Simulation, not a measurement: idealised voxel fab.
Process module under the name voxel released beams
We display cut, a cross-section 220 nm in width whose square cells are each 5 nm.
Heads up, the way a cross-section reads in here is a grid of square cells, handed over as bands from the top down, with every band being one or more rows of cells. Heights first: top, then bottom, in nm. Then materials, left to right, each with a width in nm. "everywhere" on a single material: fills the band edge to edge. "blank": empty space. Height 0 is the level under which the wafer as received is all one material. The lowest band goes on downwards, as in "0 -> down". Width spec "30->40" -> top row of cells at first value, bottom row at second value, equal per-row change in between. Key: "nothing was modified" - step with no changed cell in the cross-section. "Closed internal voids" - sealed voids, min. 8 cells, no opening to top; format: width x height at distance (distance from left edge; nm throughout). That trailing text on a step's line, after the settings, is the simulator's own remark on the step. On any step carrying a mask, the "overlay nm" setting, if present on the step's line, tells how far right of its planned place the mask lay; negative values point to the left.
Planned process steps:
| 1 | RECEIVE [material Si] |
| 2 | CONFORMAL_DEP [material SiN] [thk nm 5] |
| 3 | DIRECTIONAL_DEP [material SiO2] [thk nm 10] |
| 4 | MASKED_ETCH [tone open] [mask id ANCHOR] [width nm 35] [etch materials SiO2] [depth nm 10] [overlay nm 0] |
| 5 | CONFORMAL_DEP [material W] [thk nm 10] |
| 6 | MASKED_ETCH [tone cover] [mask id BEAM] [width nm 120] [etch materials W] [depth nm 10] [overlay nm 0] |
| 7 | STRIP [etch materials SiO2] |
Step 1 complete: cross-section of the wafer as received:
0 -> down  Si everywhere
Closed internal voids: none
Module complete - cross-section of the first of two wafers, run according to plan:
25 -> 15  blank 45 nm / W 15 nm / blank 15 nm / W 90 nm / blank 55 nm
15 -> 5  blank 50 nm / W 35 nm / blank 135 nm
5 -> 0  SiN everywhere
0 -> down  Si everywhere
Closed internal voids: none
Same start, same plan as the first wafer - but one mistake in the run. Cross-section of the second of the two at the end of the module:
25 -> 15  blank 35 nm / W 25 nm / blank 15 nm / W 80 nm / blank 65 nm
15 -> 5  blank 50 nm / W 35 nm / blank 135 nm
5 -> 0  SiN everywhere
0 -> down  Si everywhere
Closed internal voids: none
What was done differently from what was planned? it should be noted that step 6 was executed with settings other than those planned, the operation and settings actually applied being MASKED_ETCH [tone cover] [mask id BEAM] [width nm 120] [etch materials W] [depth nm 10] [overlay nm -10]
Both wafers, final: cells per material equal; arrangement not.
